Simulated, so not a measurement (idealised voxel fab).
Herein follows the process module entitled voxel plated lines.
Xsec cut, 270 nm wide, square cell size 5 nm.
In what follows, cross-sections appear as grids of square cells, described through bands that run from the top down, where every band is one or more rows of cells. Top, bottom (nm), then materials left to right with widths (nm); lone material tagged "full width" fills the whole band edge to edge; "empty" = empty space. The reference from which all heights are counted is 0, the level beneath which the as-received wafer is entirely one material; the lowest band, having no lower bound, proceeds downward and is written after the example "0 -> down". You'd read "30->40" like this: the band's top row of cells is as wide as the first number, its bottom row is as wide as the second, and going down, every row changes width by the same amount as the row before did. A step reported as "no change" is a step in which no cell of the cross-section changed. "Fully sealed voids" enumerates empty spaces isolated from the top, with no open way to it, that contain at least 8 cells, giving each as width x height at distance from the left edge, all three in nm. If you see something after the settings on a step's line, that's the simulator's own remark about that step. overlay nm: where the mask lay relative to plan, measured to the right, on steps with a mask; negatives go left.

Steps in the process plan:
1. op RECEIVE | material Si
2. op CONFORMAL_DEP | material SiO2 | thk nm 10
3. op DIRECTIONAL_DEP | material TiN | thk nm 5
4. op PATTERN | tone open | mask id LINES | material resist | width nm 25 | pitch nm 40 | thk nm 20 | overlay nm 0
5. op EPI | material Ru | thk nm 5
6. op STRIP | etch materials resist
7. op DIRECTIONAL_ETCH | etch materials TiN | depth nm 5
8. op CONFORMAL_DEP | material SiN | thk nm 5

As-received state of the wafer in cross-section, equivalent to post-step 1:
- 0 -> down: Si full width
- Fully sealed voids: none

One mistake in running the module, otherwise start and plan as above: cross-section at the end:
- 25 -> 20: 85 SiN  15 empty  25 SiN  15 empty  25 SiN  15 empty  90 SiN
- 20 -> 15: 80 Ru  5 SiN  15 empty  5 SiN  15 Ru  5 SiN  15 empty  5 SiN  15 Ru  5 SiN  15 empty  5 SiN  85 Ru
- 15 -> 10: 80 TiN  25 SiN  15 TiN  25 SiN  15 TiN  25 SiN  85 TiN
- 10 -> 0: SiO2 full width
- 0 -> down: Si full width
- Fully sealed voids: none
Plan not followed: for step 4, the planned setting was not used; the step was instead run as op PATTERN | tone cover | mask id LINES | material resist | width nm 25 | pitch nm 40 | thk nm 20 | overlay nm 0
